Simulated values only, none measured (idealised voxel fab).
voxel gate over fins: a process module
It is cross-section cut that appears here, measuring 280 nm in width, its square cells being 5 nm in size.
This document writes a cross-section as a grid whose cells are square, and gives it as bands, listed from the top down; one or more rows of cells form a band.
Heads up on the band format: heights come first, top then bottom, in nm. After that it's the materials left to right, each with its width in nm. A single material flagged "all across" fills the whole band edge to edge, and "air" means there's empty space there.
It should be noted that heights are counted from 0, beneath which the wafer as supplied is of one material throughout, and that the lowest band possesses no lower boundary but continues downward, as written in "0 nm and below".
The width entry "30..40" should be interpreted row by row: the top row of cells in the band takes the first number, the bottom row takes the second number, and the change between adjacent rows is uniform throughout.
The cross-section has no changed cell in any step marked "left unchanged".
This entry, "Internal closed voids", enumerates those empty regions of no fewer than 8 cells that possess no open connection to the top. Each region is reported in the form width x height at distance, the distance being taken from the left edge, with all three quantities expressed in nm.
What comes after the settings on a step's line is commentary from the simulator itself on that step.
overlay nm: right-of-plan distance of the mask on a masked step; negative values mean left-of-plan.
If you're wondering how to read the rest of this, here's the deal. It's pairs of cross-sections: one from before a process step, one from after it. The after one is only drawn as far down as the lowest band that changed. Right under each pair you'll see which step sits between them and what its settings were. Don't read the pairs as one continuous story, though. They can come from different runs of this module on the same starting wafer, and a pair only carries on from the one above it where its entry headed "Snapshot before" says so.

Snapshot before
- 0 nm and below = Si all across
- Internal closed voids: none

Post-Step Appearance
- 10 nm to 0 nm = SiN all across
- Below 0, the layers are the same as they were.
- Internal closed voids: none
For reference, the processing step occurring between the two cross-sections presented above is as follows: CONFORMAL_DEP,material SiN,thk nm 10

Snapshot before: after-state, pair directly above.

Post-Step Appearance
- 20 nm to 10 nm = aC all across
- Below 10, the layers are the same as they were.
- Internal closed voids: none
For reference, the processing step occurring between the two cross-sections presented above is as follows: DIRECTIONAL_DEP,material aC,thk nm 10

Snapshot before: after-state, pair directly above.

Post-Step Appearance
- 50 nm to 20 nm = 40 of air, then 15 of resist, then 45 of air, then 15 of resist, then 45 of air, then 15 of resist, then 45 of air, then 15 of resist, then 45 of air
- Below 20, the layers are the same as they were.
- Internal closed voids: none
For reference, the processing step occurring between the two cross-sections presented above is as follows: PATTERN,tone cover,mask id FINS,material resist,width nm 15,pitch nm 60,thk nm 30,overlay nm 0

Snapshot before: after-state, pair directly above.

Post-Step Appearance
- 40 nm to 20 nm = 40 of air, then 15 of resist, then 45 of air, then 15 of resist, then 45 of air, then 15 of resist, then 45 of air, then 15 of resist, then 45 of air
- 20 nm to 10 nm = 40 of air, then 15 of aC, then 45 of air, then 15 of aC, then 45 of air, then 15 of aC, then 45 of air, then 15 of aC, then 45 of air
- Below 10, the layers are the same as they were.
- Internal closed voids: none
For reference, the processing step occurring between the two cross-sections presented above is as follows: DIRECTIONAL_ETCH,etch materials aC,depth nm 10

Snapshot before: after-state, pair directly above.

Post-Step Appearance
- 20 nm to 10 nm = 40 of air, then 15 of aC, then 45 of air, then 15 of aC, then 45 of air, then 15 of aC, then 45 of air, then 15 of aC, then 45 of air
- Below 10, the layers are the same as they were.
- Internal closed voids: none
For reference, the processing step occurring between the two cross-sections presented above is as follows: STRIP,etch materials resist

Snapshot before: after-state, pair directly above.

Post-Step Appearance
- 20 nm to 10 nm = 40 of air, then 15 of aC, then 45 of air, then 15 of aC, then 45 of air, then 15 of aC, then 45 of air, then 15 of aC, then 45 of air
- 10 nm to 0 nm = 40 of air, then 15 of SiN, then 45 of air, then 15 of SiN, then 45 of air, then 15 of SiN, then 45 of air, then 15 of SiN, then 45 of air
- Below 0, the layers are the same as they were.
- Internal closed voids: none
For reference, the processing step occurring between the two cross-sections presented above is as follows: DIRECTIONAL_ETCH,etch materials SiN,depth nm 10

Snapshot before: after-state, pair directly above.

Post-Step Appearance
- 20 nm to 10 nm = 40 of air, then 15 of aC, then 45 of air, then 15 of aC, then 45 of air, then 15 of aC, then 45 of air, then 15 of aC, then 45 of air
- 10 nm to 0 nm = 40 of air, then 15 of SiN, then 45 of air, then 15 of SiN, then 45 of air, then 15 of SiN, then 45 of air, then 15 of SiN, then 45 of air
- 0 nm to -35 nm = 40 of air, then 15 of Si, then 45 of air, then 15 of Si, then 45 of air, then 15 of Si, then 45 of air, then 15 of Si, then 45 of air
- Below -35, the layers are the same as they were.
- Internal closed voids: none
For reference, the processing step occurring between the two cross-sections presented above is as follows: DIRECTIONAL_ETCH,etch materials Si,depth nm 35

Snapshot before: after-state, pair directly above.

Post-Step Appearance
- 10 nm to 0 nm = 40 of air, then 15 of SiN, then 45 of air, then 15 of SiN, then 45 of air, then 15 of SiN, then 45 of air, then 15 of SiN, then 45 of air
- Below 0, the layers are the same as they were.
- Internal closed voids: none
For reference, the processing step occurring between the two cross-sections presented above is as follows: STRIP,etch materials aC

Snapshot before: after-state, pair directly above.

Post-Step Appearance
- 25 nm to 10 nm = SiO2 all across
- 10 nm to 0 nm = 40 of SiO2, then 15 of SiN, then 45 of SiO2, then 15 of SiN, then 45 of SiO2, then 15 of SiN, then 45 of SiO2, then 15 of SiN, then 45 of SiO2
- 0 nm to -35 nm = 40 of SiO2, then 15 of Si, then 45 of SiO2, then 15 of Si, then 45 of SiO2, then 15 of Si, then 45 of SiO2, then 15 of Si, then 45 of SiO2
- Below -35, the layers are the same as they were.
- Internal closed voids: none
For reference, the processing step occurring between the two cross-sections presented above is as follows: FILL_DEP,material SiO2,thk nm 15

Snapshot before: after-state, pair directly above.

Post-Step Appearance
- 10 nm to 0 nm = 40 of SiO2, then 15 of SiN, then 45 of SiO2, then 15 of SiN, then 45 of SiO2, then 15 of SiN, then 45 of SiO2, then 15 of SiN, then 45 of SiO2
- Below 0, the layers are the same as they were.
- Internal closed voids: none
For reference, the processing step occurring between the two cross-sections presented above is as follows: CMP,height nm 10

Snapshot before: after-state, pair directly above.

Post-Step Appearance
- 20 nm to 10 nm = aC all across
- Below 10, the layers are the same as they were.
- Internal closed voids: none
For reference, the processing step occurring between the two cross-sections presented above is as follows: DIRECTIONAL_DEP,material aC,thk nm 10

Snapshot before: after-state, pair directly above.

Post-Step Appearance
- 45 nm to 20 nm = 70 of resist, then 15 of air, then 195 of resist
- Below 20, the layers are the same as they were.
- Internal closed voids: none
For reference, the processing step occurring between the two cross-sections presented above is as follows: PATTERN,tone open,mask id RAIL,material resist,width nm 15,thk nm 25,overlay nm 0

Snapshot before: after-state, pair directly above.

Post-Step Appearance
- 35 nm to 20 nm = 70 of resist, then 15 of air, then 195 of resist
- 20 nm to 10 nm = 70 of aC, then 15 of air, then 195 of aC
- Below 10, the layers are the same as they were.
- Internal closed voids: none
For reference, the processing step occurring between the two cross-sections presented above is as follows: DIRECTIONAL_ETCH,etch materials aC,depth nm 10

Snapshot before: after-state, pair directly above.

Post-Step Appearance
- 20 nm to 10 nm = 70 of aC, then 15 of air, then 195 of aC
- Below 10, the layers are the same as they were.
- Internal closed voids: none
For reference, the processing step occurring between the two cross-sections presented above is as follows: STRIP,etch materials resist

Snapshot before: after-state, pair directly above.

Post-Step Appearance
- 20 nm to 10 nm = 70 of aC, then 15 of air, then 195 of aC
- 10 nm to 0 nm = 40 of SiO2, then 15 of SiN, then 15 of SiO2, then 15 of air, then 15 of SiO2, then 15 of SiN, then 45 of SiO2, then 15 of SiN, then 45 of SiO2, then 15 of SiN, then 45 of SiO2
- 0 nm to -30 nm = 40 of SiO2, then 15 of Si, then 15 of SiO2, then 15 of air, then 15 of SiO2, then 15 of Si, then 45 of SiO2, then 15 of Si, then 45 of SiO2, then 15 of Si, then 45 of SiO2
- Below -30, the layers are the same as they were.
- Internal closed voids: none
For reference, the processing step occurring between the two cross-sections presented above is as follows: DIRECTIONAL_ETCH,etch materials SiO2,depth nm 40

Snapshot before: after-state, pair directly above.

Post-Step Appearance
- 10 nm to 0 nm = 40 of SiO2, then 15 of SiN, then 15 of SiO2, then 15 of air, then 15 of SiO2, then 15 of SiN, then 45 of SiO2, then 15 of SiN, then 45 of SiO2, then 15 of SiN, then 45 of SiO2
- Below 0, the layers are the same as they were.
- Internal closed voids: none
For reference, the processing step occurring between the two cross-sections presented above is as follows: STRIP,etch materials aC

Snapshot before: after-state, pair directly above.

Post-Step Appearance
- 15 nm to 10 nm = 75 of TiN, then 5 of air, then 200 of TiN
- 10 nm to 0 nm = 40 of SiO2, then 15 of SiN, then 15 of SiO2, then 5 of TiN, then 5 of air, then 5 of TiN, then 15 of SiO2, then 15 of SiN, then 45 of SiO2, then 15 of SiN, then 45 of SiO2, then 15 of SiN, then 45 of SiO2
- 0 nm to -25 nm = 40 of SiO2, then 15 of Si, then 15 of SiO2, then 5 of TiN, then 5 of air, then 5 of TiN, then 15 of SiO2, then 15 of Si, then 45 of SiO2, then 15 of Si, then 45 of SiO2, then 15 of Si, then 45 of SiO2
- -25 nm to -30 nm = 40 of SiO2, then 15 of Si, then 15 of SiO2, then 15 of TiN, then 15 of SiO2, then 15 of Si, then 45 of SiO2, then 15 of Si, then 45 of SiO2, then 15 of Si, then 45 of SiO2
- Below -30, the layers are the same as they were.
- Internal closed voids: none
For reference, the processing step occurring between the two cross-sections presented above is as follows: CONFORMAL_DEP,material TiN,thk nm 5

Snapshot before: after-state, pair directly above.

Post-Step Appearance
- 20 nm to 15 nm = W all across
- 15 nm to 10 nm = 75 of TiN, then 5 of W, then 200 of TiN
- 10 nm to 0 nm = 40 of SiO2, then 15 of SiN, then 15 of SiO2, then 5 of TiN, then 5 of W, then 5 of TiN, then 15 of SiO2, then 15 of SiN, then 45 of SiO2, then 15 of SiN, then 45 of SiO2, then 15 of SiN, then 45 of SiO2
- 0 nm to -25 nm = 40 of SiO2, then 15 of Si, then 15 of SiO2, then 5 of TiN, then 5 of W, then 5 of TiN, then 15 of SiO2, then 15 of Si, then 45 of SiO2, then 15 of Si, then 45 of SiO2, then 15 of Si, then 45 of SiO2
- Below -25, the layers are the same as they were.
- Internal closed voids: none
For reference, the processing step occurring between the two cross-sections presented above is as follows: FILL_DEP,material W,thk nm 5

Snapshot before: after-state, pair directly above.

Post-Step Appearance
- 10 nm to 0 nm = 40 of SiO2, then 15 of SiN, then 15 of SiO2, then 5 of TiN, then 5 of W, then 5 of TiN, then 15 of SiO2, then 15 of SiN, then 45 of SiO2, then 15 of SiN, then 45 of SiO2, then 15 of SiN, then 45 of SiO2
- Below 0, the layers are the same as they were.
- Internal closed voids: none
For reference, the processing step occurring between the two cross-sections presented above is as follows: CMP,height nm 10

Snapshot before: after-state, pair directly above.

Post-Step Appearance
- 10 nm to 0 nm = 40 of SiO2, then 15 of SiN, then 15 of SiO2, then 15 of air, then 15 of SiO2, then 15 of SiN, then 45 of SiO2, then 15 of SiN, then 45 of SiO2, then 15 of SiN, then 45 of SiO2
- 0 nm to -20 nm = 40 of SiO2, then 15 of Si, then 15 of SiO2, then 15 of air, then 15 of SiO2, then 15 of Si, then 45 of SiO2, then 15 of Si, then 45 of SiO2, then 15 of Si, then 45 of SiO2
- Below -20, the layers are the same as they were.
- Internal closed voids: none
For reference, the processing step occurring between the two cross-sections presented above is as follows: SELECTIVE_ETCH,etch materials W Ru TiN,depth nm 30

Snapshot before: after-state, pair directly above.

Post-Step Appearance
- 15 nm to 10 nm = SiO2 all across
- 10 nm to 0 nm = 40 of SiO2, then 15 of SiN, then 45 of SiO2, then 15 of SiN, then 45 of SiO2, then 15 of SiN, then 45 of SiO2, then 15 of SiN, then 45 of SiO2
- 0 nm to -20 nm = 40 of SiO2, then 15 of Si, then 45 of SiO2, then 15 of Si, then 45 of SiO2, then 15 of Si, then 45 of SiO2, then 15 of Si, then 45 of SiO2
- Below -20, the layers are the same as they were.
- Internal closed voids: none
For reference, the processing step occurring between the two cross-sections presented above is as follows: FILL_DEP,material SiO2,thk nm 5

Snapshot before: after-state, pair directly above.

Post-Step Appearance
- 10 nm to 0 nm = 40 of SiO2, then 15 of SiN, then 45 of SiO2, then 15 of SiN, then 45 of SiO2, then 15 of SiN, then 45 of SiO2, then 15 of SiN, then 45 of SiO2
- Below 0, the layers are the same as they were.
- Internal closed voids: none
For reference, the processing step occurring between the two cross-sections presented above is as follows: CMP,height nm 10

Snapshot before: after-state, pair directly above.

Post-Step Appearance
- 10 nm to 0 nm = 40 of air, then 15 of SiN, then 45 of air, then 15 of SiN, then 45 of air, then 15 of SiN, then 45 of air, then 15 of SiN, then 45 of air
- 0 nm to -15 nm = 40 of air, then 15 of Si, then 45 of air, then 15 of Si, then 45 of air, then 15 of Si, then 45 of air, then 15 of Si, then 45 of air
- Below -15, the layers are the same as they were.
- Internal closed voids: none
For reference, the processing step occurring between the two cross-sections presented above is as follows: SELECTIVE_ETCH,etch materials SiO2,depth nm 25

Snapshot before: after-state, pair directly above.

Post-Step Appearance
- 0 nm to -15 nm = 40 of air, then 15 of Si, then 45 of air, then 15 of Si, then 45 of air, then 15 of Si, then 45 of air, then 15 of Si, then 45 of air
- Below -15, the layers are the same as they were.
- Internal closed voids: none
For reference, the processing step occurring between the two cross-sections presented above is as follows: STRIP,etch materials SiN

Snapshot before: after-state, pair directly above.

Post-Step Appearance
- 5 nm to 0 nm = 35 of air, then 25 of HfO2, then 35 of air, then 25 of HfO2, then 35 of air, then 25 of HfO2, then 35 of air, then 25 of HfO2, then 40 of air
- 0 nm to -10 nm = 35 of air, then 5 of HfO2, then 15 of Si, then 5 of HfO2, then 35 of air, then 5 of HfO2, then 15 of Si, then 5 of HfO2, then 35 of air, then 5 of HfO2, then 15 of Si, then 5 of HfO2, then 35 of air, then 5 of HfO2, then 15 of Si, then 5 of HfO2, then 40 of air
- -10 nm to -15 nm = 40 of HfO2, then 15 of Si, then 45 of HfO2, then 15 of Si, then 45 of HfO2, then 15 of Si, then 45 of HfO2, then 15 of Si, then 45 of HfO2
- Below -15, the layers are the same as they were.
- Internal closed voids: none
For reference, the processing step occurring between the two cross-sections presented above is as follows: CONFORMAL_DEP,material HfO2,thk nm 5

Snapshot before: after-state, pair directly above.

Post-Step Appearance
- 10 nm to 5 nm = 30 of air, then 35 of TiN, then 25 of air, then 35 of TiN, then 25 of air, then 35 of TiN, then 25 of air, then 35 of TiN, then 35 of air
- 5 nm to 0 nm = 30 of air, then 5 of TiN, then 25 of HfO2, then 5 of TiN, then 25 of air, then 5 of TiN, then 25 of HfO2, then 5 of TiN, then 25 of air, then 5 of TiN, then 25 of HfO2, then 5 of TiN, then 25 of air, then 5 of TiN, then 25 of HfO2, then 5 of TiN, then 35 of air
- 0 nm to -5 nm = 30 of air, then 5 of TiN, then 5 of HfO2, then 15 of Si, then 5 of HfO2, then 5 of TiN, then 25 of air, then 5 of TiN, then 5 of HfO2, then 15 of Si, then 5 of HfO2, then 5 of TiN, then 25 of air, then 5 of TiN, then 5 of HfO2, then 15 of Si, then 5 of HfO2, then 5 of TiN, then 25 of air, then 5 of TiN, then 5 of HfO2, then 15 of Si, then 5 of HfO2, then 5 of TiN, then 35 of air
- -5 nm to -10 nm = 35 of TiN, then 5 of HfO2, then 15 of Si, then 5 of HfO2, then 35 of TiN, then 5 of HfO2, then 15 of Si, then 5 of HfO2, then 35 of TiN, then 5 of HfO2, then 15 of Si, then 5 of HfO2, then 35 of TiN, then 5 of HfO2, then 15 of Si, then 5 of HfO2, then 40 of TiN
- Below -10, the layers are the same as they were.
- Internal closed voids: none
For reference, the processing step occurring between the two cross-sections presented above is as follows: CONFORMAL_DEP,material TiN,thk nm 5

Snapshot before: after-state, pair directly above.

Post-Step Appearance
- 15 nm to 10 nm = 25 of air, then 45 of TiAl, then 15 of air, then 45 of TiAl, then 15 of air, then 45 of TiAl, then 15 of air, then 45 of TiAl, then 30 of air
- 10 nm to 5 nm = 25 of air, then 5 of TiAl, then 35 of TiN, then 5 of TiAl, then 15 of air, then 5 of TiAl, then 35 of TiN, then 5 of TiAl, then 15 of air, then 5 of TiAl, then 35 of TiN, then 5 of TiAl, then 15 of air, then 5 of TiAl, then 35 of TiN, then 5 of TiAl, then 30 of air
- 5 nm to 0 nm = 25 of air, then 5 of TiAl, then 5 of TiN, then 25 of HfO2, then 5 of TiN, then 5 of TiAl, then 15 of air, then 5 of TiAl, then 5 of TiN, then 25 of HfO2, then 5 of TiN, then 5 of TiAl, then 15 of air, then 5 of TiAl, then 5 of TiN, then 25 of HfO2, then 5 of TiN, then 5 of TiAl, then 15 of air, then 5 of TiAl, then 5 of TiN, then 25 of HfO2, then 5 of TiN, then 5 of TiAl, then 30 of air
- 0 nm to -5 nm = 30 of TiAl, then 5 of TiN, then 5 of HfO2, then 15 of Si, then 5 of HfO2, then 5 of TiN, then 25 of TiAl, then 5 of TiN, then 5 of HfO2, then 15 of Si, then 5 of HfO2, then 5 of TiN, then 25 of TiAl, then 5 of TiN, then 5 of HfO2, then 15 of Si, then 5 of HfO2, then 5 of TiN, then 25 of TiAl, then 5 of TiN, then 5 of HfO2, then 15 of Si, then 5 of HfO2, then 5 of TiN, then 35 of TiAl
- Below -5, the layers are the same as they were.
- Internal closed voids: none
For reference, the processing step occurring between the two cross-sections presented above is as follows: CONFORMAL_DEP,material TiAl,thk nm 5

Snapshot before: after-state, pair directly above.

Post-Step Appearance
- 20 nm to 15 nm = 20 of air, then 55 of TiN, then 5 of air, then 55 of TiN, then 5 of air, then 55 of TiN, then 5 of air, then 55 of TiN, then 25 of air
- 15 nm to 10 nm = 20 of air, then 5 of TiN, then 45 of TiAl, then 5 of TiN, then 5 of air, then 5 of TiN, then 45 of TiAl, then 5 of TiN, then 5 of air, then 5 of TiN, then 45 of TiAl, then 5 of TiN, then 5 of air, then 5 of TiN, then 45 of TiAl, then 5 of TiN, then 25 of air
- 10 nm to 5 nm = 20 of air, then 5 of TiN, then 5 of TiAl, then 35 of TiN, then 5 of TiAl, then 5 of TiN, then 5 of air, then 5 of TiN, then 5 of TiAl, then 35 of TiN, then 5 of TiAl, then 5 of TiN, then 5 of air, then 5 of TiN, then 5 of TiAl, then 35 of TiN, then 5 of TiAl, then 5 of TiN, then 5 of air, then 5 of TiN, then 5 of TiAl, then 35 of TiN, then 5 of TiAl, then 5 of TiN, then 25 of air
- 5 nm to 0 nm = 25 of TiN, then 5 of TiAl, then 5 of TiN, then 25 of HfO2, then 5 of TiN, then 5 of TiAl, then 15 of TiN, then 5 of TiAl, then 5 of TiN, then 25 of HfO2, then 5 of TiN, then 5 of TiAl, then 15 of TiN, then 5 of TiAl, then 5 of TiN, then 25 of HfO2, then 5 of TiN, then 5 of TiAl, then 15 of TiN, then 5 of TiAl, then 5 of TiN, then 25 of HfO2, then 5 of TiN, then 5 of TiAl, then 30 of TiN
- Below 0, the layers are the same as they were.
- Internal closed voids: none
For reference, the processing step occurring between the two cross-sections presented above is as follows: CONFORMAL_DEP,material TiN,thk nm 5

Snapshot before: after-state, pair directly above.

Post-Step Appearance
- 30 nm to 20 nm = W all across
- 20 nm to 15 nm = 20 of W, then 55 of TiN, then 5 of W, then 55 of TiN, then 5 of W, then 55 of TiN, then 5 of W, then 55 of TiN, then 25 of W
- 15 nm to 10 nm = 20 of W, then 5 of TiN, then 45 of TiAl, then 5 of TiN, then 5 of W, then 5 of TiN, then 45 of TiAl, then 5 of TiN, then 5 of W, then 5 of TiN, then 45 of TiAl, then 5 of TiN, then 5 of W, then 5 of TiN, then 45 of TiAl, then 5 of TiN, then 25 of W
- 10 nm to 5 nm = 20 of W, then 5 of TiN, then 5 of TiAl, then 35 of TiN, then 5 of TiAl, then 5 of TiN, then 5 of W, then 5 of TiN, then 5 of TiAl, then 35 of TiN, then 5 of TiAl, then 5 of TiN, then 5 of W, then 5 of TiN, then 5 of TiAl, then 35 of TiN, then 5 of TiAl, then 5 of TiN, then 5 of W, then 5 of TiN, then 5 of TiAl, then 35 of TiN, then 5 of TiAl, then 5 of TiN, then 25 of W
- Below 5, the layers are the same as they were.
- Internal closed voids: none
For reference, the processing step occurring between the two cross-sections presented above is as follows: FILL_DEP,material W,thk nm 10

Snapshot before: after-state, pair directly above.

Post-Step Appearance
- 25 nm to 20 nm = W all across
- Below 20, the layers are the same as they were.
- Internal closed voids: none
For reference, the processing step occurring between the two cross-sections presented above is as follows: CMP,height nm 25

Snapshot before: after-state, pair directly above.

Post-Step Appearance
- 35 nm to 25 nm = SiCN all across
- Below 25, the layers are the same as they were.
- Internal closed voids: none
For reference, the processing step occurring between the two cross-sections presented above is as follows: CONFORMAL_DEP,material SiCN,thk nm 10

Snapshot before
- 10 nm to 5 nm = 30 of air, then 35 of TiN, then 25 of air, then 35 of TiN, then 25 of air, then 35 of TiN, then 25 of air, then 35 of TiN, then 35 of air
- 5 nm to 0 nm = 30 of air, then 5 of TiN, then 25 of HfO2, then 5 of TiN, then 25 of air, then 5 of TiN, then 25 of HfO2, then 5 of TiN, then 25 of air, then 5 of TiN, then 25 of HfO2, then 5 of TiN, then 25 of air, then 5 of TiN, then 25 of HfO2, then 5 of TiN, then 35 of air
- 0 nm to -5 nm = 30 of air, then 5 of TiN, then 5 of HfO2, then 15 of Si, then 5 of HfO2, then 5 of TiN, then 25 of air, then 5 of TiN, then 5 of HfO2, then 15 of Si, then 5 of HfO2, then 5 of TiN, then 25 of air, then 5 of TiN, then 5 of HfO2, then 15 of Si, then 5 of HfO2, then 5 of TiN, then 25 of air, then 5 of TiN, then 5 of HfO2, then 15 of Si, then 5 of HfO2, then 5 of TiN, then 35 of air
- -5 nm to -10 nm = 35 of TiN, then 5 of HfO2, then 15 of Si, then 5 of HfO2, then 35 of TiN, then 5 of HfO2, then 15 of Si, then 5 of HfO2, then 35 of TiN, then 5 of HfO2, then 15 of Si, then 5 of HfO2, then 35 of TiN, then 5 of HfO2, then 15 of Si, then 5 of HfO2, then 40 of TiN
- -10 nm to -15 nm = 40 of HfO2, then 15 of Si, then 45 of HfO2, then 15 of Si, then 45 of HfO2, then 15 of Si, then 45 of HfO2, then 15 of Si, then 45 of HfO2
- -15 nm to -20 nm = 40 of SiO2, then 15 of Si, then 45 of SiO2, then 15 of Si, then 45 of SiO2, then 15 of Si, then 45 of SiO2, then 15 of Si, then 45 of SiO2
- -20 nm to -25 nm = 40 of SiO2, then 15 of Si, then 15 of SiO2, then 5 of TiN, then 5 of W, then 5 of TiN, then 15 of SiO2, then 15 of Si, then 45 of SiO2, then 15 of Si, then 45 of SiO2, then 15 of Si, then 45 of SiO2
- -25 nm to -30 nm = 40 of SiO2, then 15 of Si, then 15 of SiO2, then 15 of TiN, then 15 of SiO2, then 15 of Si, then 45 of SiO2, then 15 of Si, then 45 of SiO2, then 15 of Si, then 45 of SiO2
- -30 nm to -35 nm = 40 of SiO2, then 15 of Si, then 45 of SiO2, then 15 of Si, then 45 of SiO2, then 15 of Si, then 45 of SiO2, then 15 of Si, then 45 of SiO2
- -35 nm and below = Si all across
- Internal closed voids: none

Post-Step Appearance
- 15 nm to 5 nm = 25 of air, then 45 of TiN, then 15 of air, then 45 of TiN, then 15 of air, then 45 of TiN, then 15 of air, then 45 of TiN, then 30 of air
- 5 nm to 0 nm = 25 of air, then 10 of TiN, then 25 of HfO2, then 10 of TiN, then 15 of air, then 10 of TiN, then 25 of HfO2, then 10 of TiN, then 15 of air, then 10 of TiN, then 25 of HfO2, then 10 of TiN, then 15 of air, then 10 of TiN, then 25 of HfO2, then 10 of TiN, then 30 of air
- 0 nm to -10 nm = 35 of TiN, then 5 of HfO2, then 15 of Si, then 5 of HfO2, then 35 of TiN, then 5 of HfO2, then 15 of Si, then 5 of HfO2, then 35 of TiN, then 5 of HfO2, then 15 of Si, then 5 of HfO2, then 35 of TiN, then 5 of HfO2, then 15 of Si, then 5 of HfO2, then 40 of TiN
- Below -10, the layers are the same as they were.
- Internal closed voids: none
For reference, the processing step occurring between the two cross-sections presented above is as follows: CONFORMAL_DEP,material TiN,thk nm 5

Snapshot before: after-state, pair directly above.

Post-Step Appearance
- 25 nm to 15 nm = W all across
- 15 nm to 5 nm = 25 of W, then 45 of TiN, then 15 of W, then 45 of TiN, then 15 of W, then 45 of TiN, then 15 of W, then 45 of TiN, then 30 of W
- 5 nm to 0 nm = 25 of W, then 10 of TiN, then 25 of HfO2, then 10 of TiN, then 15 of W, then 10 of TiN, then 25 of HfO2, then 10 of TiN, then 15 of W, then 10 of TiN, then 25 of HfO2, then 10 of TiN, then 15 of W, then 10 of TiN, then 25 of HfO2, then 10 of TiN, then 30 of W
- Below 0, the layers are the same as they were.
- Internal closed voids: none
For reference, the processing step occurring between the two cross-sections presented above is as follows: FILL_DEP,material W,thk nm 10

Snapshot before: after-state, pair directly above.

Post-Step Appearance
- 35 nm to 25 nm = SiCN all across
- Below 25, the layers are the same as they were.
- Internal closed voids: none
For reference, the processing step occurring between the two cross-sections presented above is as follows: CONFORMAL_DEP,material SiCN,thk nm 10

Snapshot before
- 20 nm to 10 nm = 40 of air, then 15 of aC, then 45 of air, then 15 of aC, then 45 of air, then 15 of aC, then 45 of air, then 15 of aC, then 45 of air
- 10 nm to 0 nm = 40 of air, then 15 of SiN, then 45 of air, then 15 of SiN, then 45 of air, then 15 of SiN, then 45 of air, then 15 of SiN, then 45 of air
- 0 nm to -35 nm = 40 of air, then 15 of Si, then 45 of air, then 15 of Si, then 45 of air, then 15 of Si, then 45 of air, then 15 of Si, then 45 of air
- -35 nm and below = Si all across
- Internal closed voids: none

Post-Step Appearance
- 20 nm to 10 nm = 40 of air, then 15 of aC, then 45 of air, then 15 of aC, then 45 of air, then 15 of aC, then 45 of air, then 15 of aC, then 45 of air
- 10 nm to 0 nm = 40 of air, then 15 of SiN, then 45 of air, then 15 of SiN, then 45 of air, then 15 of SiN, then 45 of air, then 15 of SiN, then 45 of air
- 0 nm to -70 nm = 40 of air, then 15 of Si, then 45 of air, then 15 of Si, then 45 of air, then 15 of Si, then 45 of air, then 15 of Si, then 45 of air
- Below -70, the layers are the same as they were.
- Internal closed voids: none
For reference, the processing step occurring between the two cross-sections presented above is as follows: DIRECTIONAL_ETCH,etch materials Si,depth nm 35

Snapshot before: after-state, pair directly above.

Post-Step Appearance
- 10 nm to 0 nm = 40 of air, then 15 of SiN, then 45 of air, then 15 of SiN, then 45 of air, then 15 of SiN, then 45 of air, then 15 of SiN, then 45 of air
- Below 0, the layers are the same as they were.
- Internal closed voids: none
For reference, the processing step occurring between the two cross-sections presented above is as follows: STRIP,etch materials aC

Snapshot before: after-state, pair directly above.

Post-Step Appearance
- 25 nm to 10 nm = SiO2 all across
- 10 nm to 0 nm = 40 of SiO2, then 15 of SiN, then 45 of SiO2, then 15 of SiN, then 45 of SiO2, then 15 of SiN, then 45 of SiO2, then 15 of SiN, then 45 of SiO2
- 0 nm to -70 nm = 40 of SiO2, then 15 of Si, then 45 of SiO2, then 15 of Si, then 45 of SiO2, then 15 of Si, then 45 of SiO2, then 15 of Si, then 45 of SiO2
- Below -70, the layers are the same as they were.
- Internal closed voids: none
For reference, the processing step occurring between the two cross-sections presented above is as follows: FILL_DEP,material SiO2,thk nm 15

Snapshot before: after-state, pair directly above.

Post-Step Appearance
- 10 nm to 0 nm = 40 of SiO2, then 15 of SiN, then 45 of SiO2, then 15 of SiN, then 45 of SiO2, then 15 of SiN, then 45 of SiO2, then 15 of SiN, then 45 of SiO2
- Below 0, the layers are the same as they were.
- Internal closed voids: none
For reference, the processing step occurring between the two cross-sections presented above is as follows: CMP,height nm 10

Snapshot before: after-state, pair directly above.

Post-Step Appearance
- 20 nm to 10 nm = aC all across
- Below 10, the layers are the same as they were.
- Internal closed voids: none
For reference, the processing step occurring between the two cross-sections presented above is as follows: DIRECTIONAL_DEP,material aC,thk nm 10

Snapshot before: after-state, pair directly above.

Post-Step Appearance
- 45 nm to 20 nm = 70 of resist, then 15 of air, then 195 of resist
- Below 20, the layers are the same as they were.
- Internal closed voids: none
For reference, the processing step occurring between the two cross-sections presented above is as follows: PATTERN,tone open,mask id RAIL,material resist,width nm 15,thk nm 25,overlay nm 0

Snapshot before: after-state, pair directly above.

Post-Step Appearance
- 35 nm to 20 nm = 70 of resist, then 15 of air, then 195 of resist
- 20 nm to 10 nm = 70 of aC, then 15 of air, then 195 of aC
- Below 10, the layers are the same as they were.
- Internal closed voids: none
For reference, the processing step occurring between the two cross-sections presented above is as follows: DIRECTIONAL_ETCH,etch materials aC,depth nm 10

Snapshot before: after-state, pair directly above.

Post-Step Appearance
- 20 nm to 10 nm = 70 of aC, then 15 of air, then 195 of aC
- Below 10, the layers are the same as they were.
- Internal closed voids: none
For reference, the processing step occurring between the two cross-sections presented above is as follows: STRIP,etch materials resist

Snapshot before: after-state, pair directly above.

Post-Step Appearance
- 20 nm to 10 nm = 70 of aC, then 15 of air, then 195 of aC
- 10 nm to 0 nm = 40 of SiO2, then 15 of SiN, then 15 of SiO2, then 15 of air, then 15 of SiO2, then 15 of SiN, then 45 of SiO2, then 15 of SiN, then 45 of SiO2, then 15 of SiN, then 45 of SiO2
- 0 nm to -30 nm = 40 of SiO2, then 15 of Si, then 15 of SiO2, then 15 of air, then 15 of SiO2, then 15 of Si, then 45 of SiO2, then 15 of Si, then 45 of SiO2, then 15 of Si, then 45 of SiO2
- Below -30, the layers are the same as they were.
- Internal closed voids: none
For reference, the processing step occurring between the two cross-sections presented above is as follows: DIRECTIONAL_ETCH,etch materials SiO2,depth nm 40

Snapshot before: after-state, pair directly above.

Post-Step Appearance
- 10 nm to 0 nm = 40 of SiO2, then 15 of SiN, then 15 of SiO2, then 15 of air, then 15 of SiO2, then 15 of SiN, then 45 of SiO2, then 15 of SiN, then 45 of SiO2, then 15 of SiN, then 45 of SiO2
- Below 0, the layers are the same as they were.
- Internal closed voids: none
For reference, the processing step occurring between the two cross-sections presented above is as follows: STRIP,etch materials aC
